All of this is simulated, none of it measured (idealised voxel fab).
Proc. module: voxel ribs on slabs
The cross-section shown here is cut; it is 270 nm wide and divided into square cells measuring 5 nm on a side.
Cross-section, as written here: a square-cell grid given band by band from the top down, where a band holds one or more rows of cells. This entry defines a band. It first specifies the height of the band's top and the height of its bottom in nm, and then specifies the band's materials from left to right, stating each material with its width in nm. The word "edge to edge" identifies a single material that fills the band from edge to edge, while the word "empty" identifies empty space. Height is counted from the level 0, under which the received wafer is composed throughout of one material. The lowest of the bands is not closed at the bottom but continues downward, in the notation "0 nm and below". Quick explanation for "30..40": the width changes in equal steps down the rows of cells, from the first number in the band's top row to the second number in its bottom row. "remained the same" for a step: no cell of the cross-section changed in that step. Entry "Closed void entries" = empty spaces >= 8 cells with no open way to the top; each as width x height at distance, distance from left edge, all nm. Anything after a step's settings on that line? It's the simulator's own note about the step. "overlay nm" answers the question of how far to the right of plan the mask lay on a step that has a mask, and when it is negative the answer is to the left.

[Set out below are the planned steps of the process]
1 RECEIVE (material Si)
2 DIRECTIONAL_DEP (material SiO2; thk nm 20)
3 DIRECTIONAL_DEP (material SiN; thk nm 15)
4 MASKED_ETCH (tone cover; mask id RIB; width nm 15; etch materials SiN; depth nm 5; overlay nm 0)
5 DIRECTIONAL_DEP (material aC; thk nm 10)
6 PATTERN (tone cover; mask id SLAB; material resist; width nm 65; thk nm 30; overlay nm 0)
7 DIRECTIONAL_ETCH (etch materials aC; depth nm 10)
8 STRIP (etch materials resist)
9 DIRECTIONAL_ETCH (etch materials SiN; depth nm 10)
10 STRIP (etch materials aC)
11 FILL_DEP (material SiO2; thk nm 20)
12 CMP (height nm 40)
13 DIRECTIONAL_DEP (material W; thk nm 5)
14 PATTERN (tone cover; mask id HEATER; material resist; width nm 25; thk nm 20; overlay nm 0)
15 DIRECTIONAL_ETCH (etch materials W; depth nm 5)
16 STRIP (etch materials resist)
17 CONFORMAL_DEP (material SiO2; thk nm 10)
Across this set of wafers, the varied parameter is the height nm of step 12. Starting conditions are identical for every wafer, and the plan reports the value assigned to the first wafer.

[As-received cross-section, first of several wafers, post step 1]
	0 nm and below = Si edge to edge
	Closed void entries: none

[Tabulated below, wafer by wafer, are the end-of-module results: for each material, the number of cells gained (+) or lost (-) relative to the as-received state, followed by the closed voids]
height nm 40 | +29 SiN | +515 SiO2 | +5 W | Closed void entries: none
height nm 45 | +29 SiN | +569 SiO2 | +5 W | Closed void entries: none
height nm 50 | +29 SiN | +623 SiO2 | +5 W | Closed void entries: none
height nm 55 | +29 SiN | +677 SiO2 | +5 W | Closed void entries: none
